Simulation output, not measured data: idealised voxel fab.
voxel gate over fins: a process module
It is cross-section cut that appears here, measuring 280 nm in width, its square cells being 5 nm in size.
This document writes a cross-section as a grid whose cells are square, and gives it as bands, listed from the top down; one or more rows of cells form a band.
Heads up on the band format: heights come first, top then bottom, in nm. After that it's the materials left to right, each with its width in nm. A single material flagged "all across" fills the whole band edge to edge, and "air" means there's empty space there.
It should be noted that heights are counted from 0, beneath which the wafer as supplied is of one material throughout, and that the lowest band possesses no lower boundary but continues downward, as written in "0 nm and below".
The width entry "30..40" should be interpreted row by row: the top row of cells in the band takes the first number, the bottom row takes the second number, and the change between adjacent rows is uniform throughout.
The cross-section has no changed cell in any step marked "left unchanged".
This entry, "Internal closed voids", enumerates those empty regions of no fewer than 8 cells that possess no open connection to the top. Each region is reported in the form width x height at distance, the distance being taken from the left edge, with all three quantities expressed in nm.
What comes after the settings on a step's line is commentary from the simulator itself on that step.
overlay nm: right-of-plan distance of the mask on a masked step; negative values mean left-of-plan.
If you're wondering how to read the rest of this, here's the deal. It's pairs of cross-sections: one from before a process step, one from after it. The after one is only drawn as far down as the lowest band that changed. Right under each pair you'll see which step sits between them and what its settings were. Don't read the pairs as one continuous story, though. They can come from different runs of this module on the same starting wafer, and a pair only carries on from the one above it where its entry headed "Snapshot before" says so.

Snapshot before
- 10 nm to 0 nm = 35 of SiO2, then 25 of SiN, then 10 of SiO2, then 15 of air, then 10 of SiO2, then 25 of SiN, then 35 of SiO2, then 25 of SiN, then 35 of SiO2, then 25 of SiN, then 40 of SiO2
- 0 nm to -30 nm = 35 of SiO2, then 25 of Si, then 10 of SiO2, then 15 of air, then 10 of SiO2, then 25 of Si, then 35 of SiO2, then 25 of Si, then 35 of SiO2, then 25 of Si, then 40 of SiO2
- -30 nm to -35 nm = 35 of SiO2, then 25 of Si, then 35 of SiO2, then 25 of Si, then 35 of SiO2, then 25 of Si, then 35 of SiO2, then 25 of Si, then 40 of SiO2
- -35 nm and below = Si all across
- Internal closed voids: none

Post-Step Appearance
- 15 nm to 10 nm = 75 of TiN, then 5 of air, then 200 of TiN
- 10 nm to 0 nm = 35 of SiO2, then 25 of SiN, then 10 of SiO2, then 5 of TiN, then 5 of air, then 5 of TiN, then 10 of SiO2, then 25 of SiN, then 35 of SiO2, then 25 of SiN, then 35 of SiO2, then 25 of SiN, then 40 of SiO2
- 0 nm to -25 nm = 35 of SiO2, then 25 of Si, then 10 of SiO2, then 5 of TiN, then 5 of air, then 5 of TiN, then 10 of SiO2, then 25 of Si, then 35 of SiO2, then 25 of Si, then 35 of SiO2, then 25 of Si, then 40 of SiO2
- -25 nm to -30 nm = 35 of SiO2, then 25 of Si, then 10 of SiO2, then 15 of TiN, then 10 of SiO2, then 25 of Si, then 35 of SiO2, then 25 of Si, then 35 of SiO2, then 25 of Si, then 40 of SiO2
- Below -30, the layers are the same as they were.
- Internal closed voids: none
For reference, the processing step occurring between the two cross-sections presented above is as follows: CONFORMAL_DEP,material TiN,thk nm 5

Snapshot before: after-state, pair directly above.

Post-Step Appearance
- 20 nm to 15 nm = W all across
- 15 nm to 10 nm = 75 of TiN, then 5 of W, then 200 of TiN
- 10 nm to 0 nm = 35 of SiO2, then 25 of SiN, then 10 of SiO2, then 5 of TiN, then 5 of W, then 5 of TiN, then 10 of SiO2, then 25 of SiN, then 35 of SiO2, then 25 of SiN, then 35 of SiO2, then 25 of SiN, then 40 of SiO2
- 0 nm to -25 nm = 35 of SiO2, then 25 of Si, then 10 of SiO2, then 5 of TiN, then 5 of W, then 5 of TiN, then 10 of SiO2, then 25 of Si, then 35 of SiO2, then 25 of Si, then 35 of SiO2, then 25 of Si, then 40 of SiO2
- Below -25, the layers are the same as they were.
- Internal closed voids: none
For reference, the processing step occurring between the two cross-sections presented above is as follows: FILL_DEP,material W,thk nm 5

Snapshot before: after-state, pair directly above.

Post-Step Appearance
- 10 nm to 0 nm = 35 of SiO2, then 25 of SiN, then 10 of SiO2, then 5 of TiN, then 5 of W, then 5 of TiN, then 10 of SiO2, then 25 of SiN, then 35 of SiO2, then 25 of SiN, then 35 of SiO2, then 25 of SiN, then 40 of SiO2
- Below 0, the layers are the same as they were.
- Internal closed voids: none
For reference, the processing step occurring between the two cross-sections presented above is as follows: CMP,height nm 10

Snapshot before: after-state, pair directly above.

Post-Step Appearance
- 10 nm to 0 nm = 35 of SiO2, then 25 of SiN, then 10 of SiO2, then 15 of air, then 10 of SiO2, then 25 of SiN, then 35 of SiO2, then 25 of SiN, then 35 of SiO2, then 25 of SiN, then 40 of SiO2
- 0 nm to -20 nm = 35 of SiO2, then 25 of Si, then 10 of SiO2, then 15 of air, then 10 of SiO2, then 25 of Si, then 35 of SiO2, then 25 of Si, then 35 of SiO2, then 25 of Si, then 40 of SiO2
- Below -20, the layers are the same as they were.
- Internal closed voids: none
For reference, the processing step occurring between the two cross-sections presented above is as follows: SELECTIVE_ETCH,etch materials W Ru TiN,depth nm 30

Snapshot before: after-state, pair directly above.

Post-Step Appearance
- 15 nm to 10 nm = SiO2 all across
- 10 nm to 0 nm = 35 of SiO2, then 25 of SiN, then 35 of SiO2, then 25 of SiN, then 35 of SiO2, then 25 of SiN, then 35 of SiO2, then 25 of SiN, then 40 of SiO2
- 0 nm to -20 nm = 35 of SiO2, then 25 of Si, then 35 of SiO2, then 25 of Si, then 35 of SiO2, then 25 of Si, then 35 of SiO2, then 25 of Si, then 40 of SiO2
- Below -20, the layers are the same as they were.
- Internal closed voids: none
For reference, the processing step occurring between the two cross-sections presented above is as follows: FILL_DEP,material SiO2,thk nm 5

Snapshot before: after-state, pair directly above.

Post-Step Appearance
- 10 nm to 0 nm = 35 of SiO2, then 25 of SiN, then 35 of SiO2, then 25 of SiN, then 35 of SiO2, then 25 of SiN, then 35 of SiO2, then 25 of SiN, then 40 of SiO2
- Below 0, the layers are the same as they were.
- Internal closed voids: none
For reference, the processing step occurring between the two cross-sections presented above is as follows: CMP,height nm 10

Snapshot before: after-state, pair directly above.

Post-Step Appearance
- 10 nm to 0 nm = 35 of air, then 25 of SiN, then 35 of air, then 25 of SiN, then 35 of air, then 25 of SiN, then 35 of air, then 25 of SiN, then 40 of air
- 0 nm to -15 nm = 35 of air, then 25 of Si, then 35 of air, then 25 of Si, then 35 of air, then 25 of Si, then 35 of air, then 25 of Si, then 40 of air
- Below -15, the layers are the same as they were.
- Internal closed voids: none
For reference, the processing step occurring between the two cross-sections presented above is as follows: SELECTIVE_ETCH,etch materials SiO2,depth nm 25

Snapshot before: after-state, pair directly above.

Post-Step Appearance
- 0 nm to -15 nm = 35 of air, then 25 of Si, then 35 of air, then 25 of Si, then 35 of air, then 25 of Si, then 35 of air, then 25 of Si, then 40 of air
- Below -15, the layers are the same as they were.
- Internal closed voids: none
For reference, the processing step occurring between the two cross-sections presented above is as follows: STRIP,etch materials SiN

Snapshot before: after-state, pair directly above.

Post-Step Appearance
- 5 nm to 0 nm = 30 of air, then 35 of HfO2, then 25 of air, then 35 of HfO2, then 25 of air, then 35 of HfO2, then 25 of air, then 35 of HfO2, then 35 of air
- 0 nm to -10 nm = 30 of air, then 5 of HfO2, then 25 of Si, then 5 of HfO2, then 25 of air, then 5 of HfO2, then 25 of Si, then 5 of HfO2, then 25 of air, then 5 of HfO2, then 25 of Si, then 5 of HfO2, then 25 of air, then 5 of HfO2, then 25 of Si, then 5 of HfO2, then 35 of air
- -10 nm to -15 nm = 35 of HfO2, then 25 of Si, then 35 of HfO2, then 25 of Si, then 35 of HfO2, then 25 of Si, then 35 of HfO2, then 25 of Si, then 40 of HfO2
- Below -15, the layers are the same as they were.
- Internal closed voids: none
For reference, the processing step occurring between the two cross-sections presented above is as follows: CONFORMAL_DEP,material HfO2,thk nm 5

Snapshot before: after-state, pair directly above.

Post-Step Appearance
- 10 nm to 5 nm = 25 of air, then 45 of TiN, then 15 of air, then 45 of TiN, then 15 of air, then 45 of TiN, then 15 of air, then 45 of TiN, then 30 of air
- 5 nm to 0 nm = 25 of air, then 5 of TiN, then 35 of HfO2, then 5 of TiN, then 15 of air, then 5 of TiN, then 35 of HfO2, then 5 of TiN, then 15 of air, then 5 of TiN, then 35 of HfO2, then 5 of TiN, then 15 of air, then 5 of TiN, then 35 of HfO2, then 5 of TiN, then 30 of air
- 0 nm to -5 nm = 25 of air, then 5 of TiN, then 5 of HfO2, then 25 of Si, then 5 of HfO2, then 5 of TiN, then 15 of air, then 5 of TiN, then 5 of HfO2, then 25 of Si, then 5 of HfO2, then 5 of TiN, then 15 of air, then 5 of TiN, then 5 of HfO2, then 25 of Si, then 5 of HfO2, then 5 of TiN, then 15 of air, then 5 of TiN, then 5 of HfO2, then 25 of Si, then 5 of HfO2, then 5 of TiN, then 30 of air
- -5 nm to -10 nm = 30 of TiN, then 5 of HfO2, then 25 of Si, then 5 of HfO2, then 25 of TiN, then 5 of HfO2, then 25 of Si, then 5 of HfO2, then 25 of TiN, then 5 of HfO2, then 25 of Si, then 5 of HfO2, then 25 of TiN, then 5 of HfO2, then 25 of Si, then 5 of HfO2, then 35 of TiN
- Below -10, the layers are the same as they were.
- Internal closed voids: none
For reference, the processing step occurring between the two cross-sections presented above is as follows: CONFORMAL_DEP,material TiN,thk nm 5

Snapshot before: after-state, pair directly above.

Post-Step Appearance
- 15 nm to 10 nm = 20 of air, then 55 of TiAl, then 5 of air, then 55 of TiAl, then 5 of air, then 55 of TiAl, then 5 of air, then 55 of TiAl, then 25 of air
- 10 nm to 5 nm = 20 of air, then 5 of TiAl, then 45 of TiN, then 5 of TiAl, then 5 of air, then 5 of TiAl, then 45 of TiN, then 5 of TiAl, then 5 of air, then 5 of TiAl, then 45 of TiN, then 5 of TiAl, then 5 of air, then 5 of TiAl, then 45 of TiN, then 5 of TiAl, then 25 of air
- 5 nm to 0 nm = 20 of air, then 5 of TiAl, then 5 of TiN, then 35 of HfO2, then 5 of TiN, then 5 of TiAl, then 5 of air, then 5 of TiAl, then 5 of TiN, then 35 of HfO2, then 5 of TiN, then 5 of TiAl, then 5 of air, then 5 of TiAl, then 5 of TiN, then 35 of HfO2, then 5 of TiN, then 5 of TiAl, then 5 of air, then 5 of TiAl, then 5 of TiN, then 35 of HfO2, then 5 of TiN, then 5 of TiAl, then 25 of air
- 0 nm to -5 nm = 25 of TiAl, then 5 of TiN, then 5 of HfO2, then 25 of Si, then 5 of HfO2, then 5 of TiN, then 15 of TiAl, then 5 of TiN, then 5 of HfO2, then 25 of Si, then 5 of HfO2, then 5 of TiN, then 15 of TiAl, then 5 of TiN, then 5 of HfO2, then 25 of Si, then 5 of HfO2, then 5 of TiN, then 15 of TiAl, then 5 of TiN, then 5 of HfO2, then 25 of Si, then 5 of HfO2, then 5 of TiN, then 30 of TiAl
- Below -5, the layers are the same as they were.
- Internal closed voids: none
For reference, the processing step occurring between the two cross-sections presented above is as follows: CONFORMAL_DEP,material TiAl,thk nm 5

Snapshot before: after-state, pair directly above.

Post-Step Appearance
- 20 nm to 15 nm = 15 of air, then 245 of TiN, then 20 of air
- 15 nm to 10 nm = 15 of air, then 5 of TiN, then 55 of TiAl, then 5 of TiN, then 55 of TiAl, then 5 of TiN, then 55 of TiAl, then 5 of TiN, then 55 of TiAl, then 5 of TiN, then 20 of air
- 10 nm to 5 nm = 15 of air, then 5 of TiN, then 5 of TiAl, then 45 of TiN, then 5 of TiAl, then 5 of TiN, then 5 of TiAl, then 45 of TiN, then 5 of TiAl, then 5 of TiN, then 5 of TiAl, then 45 of TiN, then 5 of TiAl, then 5 of TiN, then 5 of TiAl, then 45 of TiN, then 5 of TiAl, then 5 of TiN, then 20 of air
- 5 nm to 0 nm = 20 of TiN, then 5 of TiAl, then 5 of TiN, then 35 of HfO2, then 5 of TiN, then 5 of TiAl, then 5 of TiN, then 5 of TiAl, then 5 of TiN, then 35 of HfO2, then 5 of TiN, then 5 of TiAl, then 5 of TiN, then 5 of TiAl, then 5 of TiN, then 35 of HfO2, then 5 of TiN, then 5 of TiAl, then 5 of TiN, then 5 of TiAl, then 5 of TiN, then 35 of HfO2, then 5 of TiN, then 5 of TiAl, then 25 of TiN
- Below 0, the layers are the same as they were.
- Internal closed voids: none
For reference, the processing step occurring between the two cross-sections presented above is as follows: CONFORMAL_DEP,material TiN,thk nm 5

Snapshot before: after-state, pair directly above.

Post-Step Appearance
- 30 nm to 20 nm = W all across
- 20 nm to 15 nm = 15 of W, then 245 of TiN, then 20 of W
- 15 nm to 10 nm = 15 of W, then 5 of TiN, then 55 of TiAl, then 5 of TiN, then 55 of TiAl, then 5 of TiN, then 55 of TiAl, then 5 of TiN, then 55 of TiAl, then 5 of TiN, then 20 of W
- 10 nm to 5 nm = 15 of W, then 5 of TiN, then 5 of TiAl, then 45 of TiN, then 5 of TiAl, then 5 of TiN, then 5 of TiAl, then 45 of TiN, then 5 of TiAl, then 5 of TiN, then 5 of TiAl, then 45 of TiN, then 5 of TiAl, then 5 of TiN, then 5 of TiAl, then 45 of TiN, then 5 of TiAl, then 5 of TiN, then 20 of W
- Below 5, the layers are the same as they were.
- Internal closed voids: none
For reference, the processing step occurring between the two cross-sections presented above is as follows: FILL_DEP,material W,thk nm 10

Snapshot before: after-state, pair directly above.

Post-Step Appearance
- 25 nm to 20 nm = W all across
- Below 20, the layers are the same as they were.
- Internal closed voids: none
For reference, the processing step occurring between the two cross-sections presented above is as follows: CMP,height nm 25

Snapshot before: after-state, pair directly above.

Post-Step Appearance
- 35 nm to 25 nm = SiCN all across
- Below 25, the layers are the same as they were.
- Internal closed voids: none
For reference, the processing step occurring between the two cross-sections presented above is as follows: CONFORMAL_DEP,material SiCN,thk nm 10

Snapshot before
- 20 nm to 10 nm = aC all across
- 10 nm to 0 nm = SiN all across
- 0 nm and below = Si all across
- Internal closed voids: none

Post-Step Appearance
- 50 nm to 20 nm = 45 of air, then 15 of resist, then 45 of air, then 15 of resist, then 45 of air, then 15 of resist, then 45 of air, then 15 of resist, then 40 of air
- Below 20, the layers are the same as they were.
- Internal closed voids: none
For reference, the processing step occurring between the two cross-sections presented above is as follows: PATTERN,tone cover,mask id FINS,material resist,width nm 15,pitch nm 60,thk nm 30,overlay nm 5

Snapshot before: after-state, pair directly above.

Post-Step Appearance
- 40 nm to 20 nm = 45 of air, then 15 of resist, then 45 of air, then 15 of resist, then 45 of air, then 15 of resist, then 45 of air, then 15 of resist, then 40 of air
- 20 nm to 10 nm = 45 of air, then 15 of aC, then 45 of air, then 15 of aC, then 45 of air, then 15 of aC, then 45 of air, then 15 of aC, then 40 of air
- Below 10, the layers are the same as they were.
- Internal closed voids: none
For reference, the processing step occurring between the two cross-sections presented above is as follows: DIRECTIONAL_ETCH,etch materials aC,depth nm 10

Snapshot before: after-state, pair directly above.

Post-Step Appearance
- 20 nm to 10 nm = 45 of air, then 15 of aC, then 45 of air, then 15 of aC, then 45 of air, then 15 of aC, then 45 of air, then 15 of aC, then 40 of air
- Below 10, the layers are the same as they were.
- Internal closed voids: none
For reference, the processing step occurring between the two cross-sections presented above is as follows: STRIP,etch materials resist

Snapshot before: after-state, pair directly above.

Post-Step Appearance
- 20 nm to 10 nm = 45 of air, then 15 of aC, then 45 of air, then 15 of aC, then 45 of air, then 15 of aC, then 45 of air, then 15 of aC, then 40 of air
- 10 nm to 0 nm = 45 of air, then 15 of SiN, then 45 of air, then 15 of SiN, then 45 of air, then 15 of SiN, then 45 of air, then 15 of SiN, then 40 of air
- Below 0, the layers are the same as they were.
- Internal closed voids: none
For reference, the processing step occurring between the two cross-sections presented above is as follows: DIRECTIONAL_ETCH,etch materials SiN,depth nm 10

Snapshot before: after-state, pair directly above.

Post-Step Appearance
- 20 nm to 10 nm = 45 of air, then 15 of aC, then 45 of air, then 15 of aC, then 45 of air, then 15 of aC, then 45 of air, then 15 of aC, then 40 of air
- 10 nm to 0 nm = 45 of air, then 15 of SiN, then 45 of air, then 15 of SiN, then 45 of air, then 15 of SiN, then 45 of air, then 15 of SiN, then 40 of air
- 0 nm to -35 nm = 45 of air, then 15 of Si, then 45 of air, then 15 of Si, then 45 of air, then 15 of Si, then 45 of air, then 15 of Si, then 40 of air
- Below -35, the layers are the same as they were.
- Internal closed voids: none
For reference, the processing step occurring between the two cross-sections presented above is as follows: DIRECTIONAL_ETCH,etch materials Si,depth nm 35

Snapshot before: after-state, pair directly above.

Post-Step Appearance
- 10 nm to 0 nm = 45 of air, then 15 of SiN, then 45 of air, then 15 of SiN, then 45 of air, then 15 of SiN, then 45 of air, then 15 of SiN, then 40 of air
- Below 0, the layers are the same as they were.
- Internal closed voids: none
For reference, the processing step occurring between the two cross-sections presented above is as follows: STRIP,etch materials aC

Snapshot before: after-state, pair directly above.

Post-Step Appearance
- 25 nm to 10 nm = SiO2 all across
- 10 nm to 0 nm = 45 of SiO2, then 15 of SiN, then 45 of SiO2, then 15 of SiN, then 45 of SiO2, then 15 of SiN, then 45 of SiO2, then 15 of SiN, then 40 of SiO2
- 0 nm to -35 nm = 45 of SiO2, then 15 of Si, then 45 of SiO2, then 15 of Si, then 45 of SiO2, then 15 of Si, then 45 of SiO2, then 15 of Si, then 40 of SiO2
- Below -35, the layers are the same as they were.
- Internal closed voids: none
For reference, the processing step occurring between the two cross-sections presented above is as follows: FILL_DEP,material SiO2,thk nm 15

Snapshot before: after-state, pair directly above.

Post-Step Appearance
- 10 nm to 0 nm = 45 of SiO2, then 15 of SiN, then 45 of SiO2, then 15 of SiN, then 45 of SiO2, then 15 of SiN, then 45 of SiO2, then 15 of SiN, then 40 of SiO2
- Below 0, the layers are the same as they were.
- Internal closed voids: none
For reference, the processing step occurring between the two cross-sections presented above is as follows: CMP,height nm 10

Snapshot before: after-state, pair directly above.

Post-Step Appearance
- 20 nm to 10 nm = aC all across
- Below 10, the layers are the same as they were.
- Internal closed voids: none
For reference, the processing step occurring between the two cross-sections presented above is as follows: DIRECTIONAL_DEP,material aC,thk nm 10

Snapshot before: after-state, pair directly above.

Post-Step Appearance
- 45 nm to 20 nm = 70 of resist, then 15 of air, then 195 of resist
- Below 20, the layers are the same as they were.
- Internal closed voids: none
For reference, the processing step occurring between the two cross-sections presented above is as follows: PATTERN,tone open,mask id RAIL,material resist,width nm 15,thk nm 25,overlay nm 0

Snapshot before: after-state, pair directly above.

Post-Step Appearance
- 35 nm to 20 nm = 70 of resist, then 15 of air, then 195 of resist
- 20 nm to 10 nm = 70 of aC, then 15 of air, then 195 of aC
- Below 10, the layers are the same as they were.
- Internal closed voids: none
For reference, the processing step occurring between the two cross-sections presented above is as follows: DIRECTIONAL_ETCH,etch materials aC,depth nm 10

Snapshot before: after-state, pair directly above.

Post-Step Appearance
- 20 nm to 10 nm = 70 of aC, then 15 of air, then 195 of aC
- Below 10, the layers are the same as they were.
- Internal closed voids: none
For reference, the processing step occurring between the two cross-sections presented above is as follows: STRIP,etch materials resist

Snapshot before: after-state, pair directly above.

Post-Step Appearance
- 20 nm to 10 nm = 70 of aC, then 15 of air, then 195 of aC
- 10 nm to 0 nm = 45 of SiO2, then 15 of SiN, then 10 of SiO2, then 15 of air, then 20 of SiO2, then 15 of SiN, then 45 of SiO2, then 15 of SiN, then 45 of SiO2, then 15 of SiN, then 40 of SiO2
- 0 nm to -30 nm = 45 of SiO2, then 15 of Si, then 10 of SiO2, then 15 of air, then 20 of SiO2, then 15 of Si, then 45 of SiO2, then 15 of Si, then 45 of SiO2, then 15 of Si, then 40 of SiO2
- Below -30, the layers are the same as they were.
- Internal closed voids: none
For reference, the processing step occurring between the two cross-sections presented above is as follows: DIRECTIONAL_ETCH,etch materials SiO2,depth nm 40

Snapshot before: after-state, pair directly above.

Post-Step Appearance
- 10 nm to 0 nm = 45 of SiO2, then 15 of SiN, then 10 of SiO2, then 15 of air, then 20 of SiO2, then 15 of SiN, then 45 of SiO2, then 15 of SiN, then 45 of SiO2, then 15 of SiN, then 40 of SiO2
- Below 0, the layers are the same as they were.
- Internal closed voids: none
For reference, the processing step occurring between the two cross-sections presented above is as follows: STRIP,etch materials aC

Snapshot before: after-state, pair directly above.

Post-Step Appearance
- 15 nm to 10 nm = 75 of TiN, then 5 of air, then 200 of TiN
- 10 nm to 0 nm = 45 of SiO2, then 15 of SiN, then 10 of SiO2, then 5 of TiN, then 5 of air, then 5 of TiN, then 20 of SiO2, then 15 of SiN, then 45 of SiO2, then 15 of SiN, then 45 of SiO2, then 15 of SiN, then 40 of SiO2
- 0 nm to -25 nm = 45 of SiO2, then 15 of Si, then 10 of SiO2, then 5 of TiN, then 5 of air, then 5 of TiN, then 20 of SiO2, then 15 of Si, then 45 of SiO2, then 15 of Si, then 45 of SiO2, then 15 of Si, then 40 of SiO2
- -25 nm to -30 nm = 45 of SiO2, then 15 of Si, then 10 of SiO2, then 15 of TiN, then 20 of SiO2, then 15 of Si, then 45 of SiO2, then 15 of Si, then 45 of SiO2, then 15 of Si, then 40 of SiO2
- Below -30, the layers are the same as they were.
- Internal closed voids: none
For reference, the processing step occurring between the two cross-sections presented above is as follows: CONFORMAL_DEP,material TiN,thk nm 5

Snapshot before: after-state, pair directly above.

Post-Step Appearance
- 20 nm to 15 nm = W all across
- 15 nm to 10 nm = 75 of TiN, then 5 of W, then 200 of TiN
- 10 nm to 0 nm = 45 of SiO2, then 15 of SiN, then 10 of SiO2, then 5 of TiN, then 5 of W, then 5 of TiN, then 20 of SiO2, then 15 of SiN, then 45 of SiO2, then 15 of SiN, then 45 of SiO2, then 15 of SiN, then 40 of SiO2
- 0 nm to -25 nm = 45 of SiO2, then 15 of Si, then 10 of SiO2, then 5 of TiN, then 5 of W, then 5 of TiN, then 20 of SiO2, then 15 of Si, then 45 of SiO2, then 15 of Si, then 45 of SiO2, then 15 of Si, then 40 of SiO2
- Below -25, the layers are the same as they were.
- Internal closed voids: none
For reference, the processing step occurring between the two cross-sections presented above is as follows: FILL_DEP,material W,thk nm 5

Snapshot before: after-state, pair directly above.

Post-Step Appearance
- 10 nm to 0 nm = 45 of SiO2, then 15 of SiN, then 10 of SiO2, then 5 of TiN, then 5 of W, then 5 of TiN, then 20 of SiO2, then 15 of SiN, then 45 of SiO2, then 15 of SiN, then 45 of SiO2, then 15 of SiN, then 40 of SiO2
- Below 0, the layers are the same as they were.
- Internal closed voids: none
For reference, the processing step occurring between the two cross-sections presented above is as follows: CMP,height nm 10

Snapshot before: after-state, pair directly above.

Post-Step Appearance
- 10 nm to 0 nm = 45 of SiO2, then 15 of SiN, then 10 of SiO2, then 15 of air, then 20 of SiO2, then 15 of SiN, then 45 of SiO2, then 15 of SiN, then 45 of SiO2, then 15 of SiN, then 40 of SiO2
- 0 nm to -20 nm = 45 of SiO2, then 15 of Si, then 10 of SiO2, then 15 of air, then 20 of SiO2, then 15 of Si, then 45 of SiO2, then 15 of Si, then 45 of SiO2, then 15 of Si, then 40 of SiO2
- Below -20, the layers are the same as they were.
- Internal closed voids: none
For reference, the processing step occurring between the two cross-sections presented above is as follows: SELECTIVE_ETCH,etch materials W Ru TiN,depth nm 30

Snapshot before: after-state, pair directly above.

Post-Step Appearance
- 15 nm to 10 nm = SiO2 all across
- 10 nm to 0 nm = 45 of SiO2, then 15 of SiN, then 45 of SiO2, then 15 of SiN, then 45 of SiO2, then 15 of SiN, then 45 of SiO2, then 15 of SiN, then 40 of SiO2
- 0 nm to -20 nm = 45 of SiO2, then 15 of Si, then 45 of SiO2, then 15 of Si, then 45 of SiO2, then 15 of Si, then 45 of SiO2, then 15 of Si, then 40 of SiO2
- Below -20, the layers are the same as they were.
- Internal closed voids: none
For reference, the processing step occurring between the two cross-sections presented above is as follows: FILL_DEP,material SiO2,thk nm 5

Snapshot before: after-state, pair directly above.

Post-Step Appearance
- 10 nm to 0 nm = 45 of SiO2, then 15 of SiN, then 45 of SiO2, then 15 of SiN, then 45 of SiO2, then 15 of SiN, then 45 of SiO2, then 15 of SiN, then 40 of SiO2
- Below 0, the layers are the same as they were.
- Internal closed voids: none
For reference, the processing step occurring between the two cross-sections presented above is as follows: CMP,height nm 10

Snapshot before: after-state, pair directly above.

Post-Step Appearance
- 10 nm to 0 nm = 45 of air, then 15 of SiN, then 45 of air, then 15 of SiN, then 45 of air, then 15 of SiN, then 45 of air, then 15 of SiN, then 40 of air
- 0 nm to -15 nm = 45 of air, then 15 of Si, then 45 of air, then 15 of Si, then 45 of air, then 15 of Si, then 45 of air, then 15 of Si, then 40 of air
- Below -15, the layers are the same as they were.
- Internal closed voids: none
For reference, the processing step occurring between the two cross-sections presented above is as follows: SELECTIVE_ETCH,etch materials SiO2,depth nm 25

Snapshot before: after-state, pair directly above.

Post-Step Appearance
- 0 nm to -15 nm = 45 of air, then 15 of Si, then 45 of air, then 15 of Si, then 45 of air, then 15 of Si, then 45 of air, then 15 of Si, then 40 of air
- Below -15, the layers are the same as they were.
- Internal closed voids: none
For reference, the processing step occurring between the two cross-sections presented above is as follows: STRIP,etch materials SiN

Snapshot before: after-state, pair directly above.

Post-Step Appearance
- 5 nm to 0 nm = 40 of air, then 25 of HfO2, then 35 of air, then 25 of HfO2, then 35 of air, then 25 of HfO2, then 35 of air, then 25 of HfO2, then 35 of air
- 0 nm to -10 nm = 40 of air, then 5 of HfO2, then 15 of Si, then 5 of HfO2, then 35 of air, then 5 of HfO2, then 15 of Si, then 5 of HfO2, then 35 of air, then 5 of HfO2, then 15 of Si, then 5 of HfO2, then 35 of air, then 5 of HfO2, then 15 of Si, then 5 of HfO2, then 35 of air
- -10 nm to -15 nm = 45 of HfO2, then 15 of Si, then 45 of HfO2, then 15 of Si, then 45 of HfO2, then 15 of Si, then 45 of HfO2, then 15 of Si, then 40 of HfO2
- Below -15, the layers are the same as they were.
- Internal closed voids: none
For reference, the processing step occurring between the two cross-sections presented above is as follows: CONFORMAL_DEP,material HfO2,thk nm 5

Snapshot before: after-state, pair directly above.

Post-Step Appearance
- 10 nm to 5 nm = 35 of air, then 35 of TiN, then 25 of air, then 35 of TiN, then 25 of air, then 35 of TiN, then 25 of air, then 35 of TiN, then 30 of air
- 5 nm to 0 nm = 35 of air, then 5 of TiN, then 25 of HfO2, then 5 of TiN, then 25 of air, then 5 of TiN, then 25 of HfO2, then 5 of TiN, then 25 of air, then 5 of TiN, then 25 of HfO2, then 5 of TiN, then 25 of air, then 5 of TiN, then 25 of HfO2, then 5 of TiN, then 30 of air
- 0 nm to -5 nm = 35 of air, then 5 of TiN, then 5 of HfO2, then 15 of Si, then 5 of HfO2, then 5 of TiN, then 25 of air, then 5 of TiN, then 5 of HfO2, then 15 of Si, then 5 of HfO2, then 5 of TiN, then 25 of air, then 5 of TiN, then 5 of HfO2, then 15 of Si, then 5 of HfO2, then 5 of TiN, then 25 of air, then 5 of TiN, then 5 of HfO2, then 15 of Si, then 5 of HfO2, then 5 of TiN, then 30 of air
- -5 nm to -10 nm = 40 of TiN, then 5 of HfO2, then 15 of Si, then 5 of HfO2, then 35 of TiN, then 5 of HfO2, then 15 of Si, then 5 of HfO2, then 35 of TiN, then 5 of HfO2, then 15 of Si, then 5 of HfO2, then 35 of TiN, then 5 of HfO2, then 15 of Si, then 5 of HfO2, then 35 of TiN
- Below -10, the layers are the same as they were.
- Internal closed voids: none
For reference, the processing step occurring between the two cross-sections presented above is as follows: CONFORMAL_DEP,material TiN,thk nm 5

Snapshot before: after-state, pair directly above.

Post-Step Appearance
- 15 nm to 10 nm = 30 of air, then 45 of TiAl, then 15 of air, then 45 of TiAl, then 15 of air, then 45 of TiAl, then 15 of air, then 45 of TiAl, then 25 of air
- 10 nm to 5 nm = 30 of air, then 5 of TiAl, then 35 of TiN, then 5 of TiAl, then 15 of air, then 5 of TiAl, then 35 of TiN, then 5 of TiAl, then 15 of air, then 5 of TiAl, then 35 of TiN, then 5 of TiAl, then 15 of air, then 5 of TiAl, then 35 of TiN, then 5 of TiAl, then 25 of air
- 5 nm to 0 nm = 30 of air, then 5 of TiAl, then 5 of TiN, then 25 of HfO2, then 5 of TiN, then 5 of TiAl, then 15 of air, then 5 of TiAl, then 5 of TiN, then 25 of HfO2, then 5 of TiN, then 5 of TiAl, then 15 of air, then 5 of TiAl, then 5 of TiN, then 25 of HfO2, then 5 of TiN, then 5 of TiAl, then 15 of air, then 5 of TiAl, then 5 of TiN, then 25 of HfO2, then 5 of TiN, then 5 of TiAl, then 25 of air
- 0 nm to -5 nm = 35 of TiAl, then 5 of TiN, then 5 of HfO2, then 15 of Si, then 5 of HfO2, then 5 of TiN, then 25 of TiAl, then 5 of TiN, then 5 of HfO2, then 15 of Si, then 5 of HfO2, then 5 of TiN, then 25 of TiAl, then 5 of TiN, then 5 of HfO2, then 15 of Si, then 5 of HfO2, then 5 of TiN, then 25 of TiAl, then 5 of TiN, then 5 of HfO2, then 15 of Si, then 5 of HfO2, then 5 of TiN, then 30 of TiAl
- Below -5, the layers are the same as they were.
- Internal closed voids: none
For reference, the processing step occurring between the two cross-sections presented above is as follows: CONFORMAL_DEP,material TiAl,thk nm 5
